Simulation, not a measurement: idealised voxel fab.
process module | voxel air gaps
cross-section cut | 165 nm wide | cells 5 nm
A cross-section is a grid of square cells, given in bands from the top down. A band is one or more rows of cells.
Each band's line starts with the height of the band's top and of its bottom, in nm. Then come its materials from left to right, each with its width in nm. One material with "throughout" fills the band from edge to edge. "air" is empty space.
Height 0 is the level under which the wafer as received is all one material. The lowest band goes on downwards, as in "0 down".
A width such as "30 to 40" changes by the same amount from each row of cells to the next, from the band's top row to its bottom row.
"no change" after a step means that no cell of the cross-section changed.
closed voids: empty space of 8 cells or more with no open way to the top, each as width x height at its distance from the left edge, in nm
after a step's settings: what the simulator itself notes on the step
overlay nm, on a step with a mask: how far to the right of its planned place the mask lay; to the left if negative
plan
1 op RECEIVE | material Si
2 op CONFORMAL_DEP | material SiO2 | thk nm 15
3 op CONFORMAL_DEP | material SiCN | thk nm 5
4 op DIRECTIONAL_DEP | material SiO2 | thk nm 30
5 op DIRECTIONAL_DEP | material aC | thk nm 10
6 op PATTERN | tone open | mask id LINES | material resist | width nm 15 | pitch nm 40 | thk nm 25 | overlay nm 0
7 op DIRECTIONAL_ETCH | etch materials aC | depth nm 10
8 op STRIP | etch materials resist
9 op DIRECTIONAL_ETCH | etch materials SiO2 | depth nm 30
10 op STRIP | etch materials aC
11 op CONFORMAL_DEP | material TiN | thk nm 5
12 op FILL_DEP | material W | thk nm 10
13 op CMP | height nm 50
14 op EPI | material Ru | thk nm 10
15 op SELECTIVE_ETCH | etch materials SiO2 | depth nm 40
16 op CONFORMAL_DEP | material SiCN | thk nm 5
as received, after step 1
  0 down: Si throughout
  closed voids: none
first wafer at the end, as planned
  65 to 60: air 20 | SiCN 125 | air 20
  60 to 50: air 20 | SiCN 5 | Ru 35 | SiCN 5 | Ru 35 | SiCN 5 | Ru 35 | SiCN 5 | air 20
  50 to 45: air 20 | SiCN 15 | TiN 5 | W 5 | TiN 5 | SiCN 25 | TiN 5 | W 5 | TiN 5 | SiCN 25 | TiN 5 | W 5 | TiN 5 | SiCN 15 | air 20
  45 to 25: air 30 | SiCN 5 | TiN 5 | W 5 | TiN 5 | SiCN 5 | air 15 | SiCN 5 | TiN 5 | W 5 | TiN 5 | SiCN 5 | air 15 | SiCN 5 | TiN 5 | W 5 | TiN 5 | SiCN 5 | air 30
  25 to 20: SiCN 35 | TiN 15 | SiCN 25 | TiN 15 | SiCN 25 | TiN 15 | SiCN 35
  20 to 15: SiCN throughout
  15 to 0: SiO2 throughout
  0 down: Si throughout
  closed voids: 15 x 20 at 55; 15 x 20 at 95
second wafer at the end: like start, like plan, one mistake
  65 to 60: air 25 | SiCN 125 | air 15
  60 to 50: air 25 | SiCN 5 | Ru 35 | SiCN 5 | Ru 35 | SiCN 5 | Ru 35 | SiCN 5 | air 15
  50 to 45: air 25 | SiCN 15 | TiN 5 | W 5 | TiN 5 | SiCN 25 | TiN 5 | W 5 | TiN 5 | SiCN 25 | TiN 5 | W 5 | TiN 5 | SiCN 15 | air 15
  45 to 25: air 35 | SiCN 5 | TiN 5 | W 5 | TiN 5 | SiCN 5 | air 15 | SiCN 5 | TiN 5 | W 5 | TiN 5 | SiCN 5 | air 15 | SiCN 5 | TiN 5 | W 5 | TiN 5 | SiCN 5 | air 25
  25 to 20: SiCN 40 | TiN 15 | SiCN 25 | TiN 15 | SiCN 25 | TiN 15 | SiCN 30
  20 to 15: SiCN throughout
  15 to 0: SiO2 throughout
  0 down: Si throughout
  closed voids: 15 x 20 at 60; 15 x 20 at 100
what went wrong: step 6 ran as: op PATTERN | tone open | mask id LINES | material resist | width nm 15 | pitch nm 40 | thk nm 25 | overlay nm 5
at the end the second wafer has, in cells: as many of each material as the first, in other places
